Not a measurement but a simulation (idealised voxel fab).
process module | voxel plated lines
cross-section cut | 225 nm wide | cells 5 nm
A cross-section is a grid of square cells, given in bands from the top down. A band is one or more rows of cells.
Each band's line starts with the height of the band's top and of its bottom, in nm. Then come its materials from left to right, each with its width in nm. One material with "throughout" fills the band from edge to edge. "air" is empty space.
Height 0 is the level under which the wafer as received is all one material. The lowest band goes on downwards, as in "0 down".
A width such as "30 to 40" changes by the same amount from each row of cells to the next, from the band's top row to its bottom row.
"no change" after a step means that no cell of the cross-section changed.
closed voids: empty space of 8 cells or more with no open way to the top, each as width x height at its distance from the left edge, in nm
after a step's settings: what the simulator itself notes on the step
overlay nm, on a step with a mask: how far to the right of its planned place the mask lay; to the left if negative
plan
1 op RECEIVE | material Si
2 op CONFORMAL_DEP | material SiO2 | thk nm 10
3 op DIRECTIONAL_DEP | material TiN | thk nm 5
4 op PATTERN | tone open | mask id LINES | material resist | width nm 15 | pitch nm 35 | thk nm 20 | overlay nm 0
5 op EPI | material Ru | thk nm 5
6 op STRIP | etch materials resist
7 op DIRECTIONAL_ETCH | etch materials TiN | depth nm 5
8 op CONFORMAL_DEP | material SiO2 | thk nm 10
as received, after step 1
  0 down: Si throughout
  closed voids: none
first wafer at the end, as planned
  30 to 20: air 40 | SiO2 140 | air 45
  20 to 15: SiO2 50 | Ru 15 | SiO2 20 | Ru 15 | SiO2 20 | Ru 15 | SiO2 20 | Ru 15 | SiO2 55
  15 to 10: SiO2 50 | TiN 15 | SiO2 20 | TiN 15 | SiO2 20 | TiN 15 | SiO2 20 | TiN 15 | SiO2 55
  10 to 0: SiO2 throughout
  0 down: Si throughout
  closed voids: none
second wafer at the end: like start, like plan, one mistake
  40 to 30: air 40 | SiO2 140 | air 45
  30 to 25: SiO2 50 | Ru 15 | SiO2 20 | Ru 15 | SiO2 20 | Ru 15 | SiO2 20 | Ru 15 | SiO2 55
  25 to 20: SiO2 50 | TiN 15 | SiO2 20 | TiN 15 | SiO2 20 | TiN 15 | SiO2 20 | TiN 15 | SiO2 55
  20 to 10: TiN throughout
  10 to 0: SiO2 throughout
  0 down: Si throughout
  closed voids: none
what went wrong: step 3 ran as: op DIRECTIONAL_DEP | material TiN | thk nm 15
at the end the second wafer has, in cells: 90 more of TiN
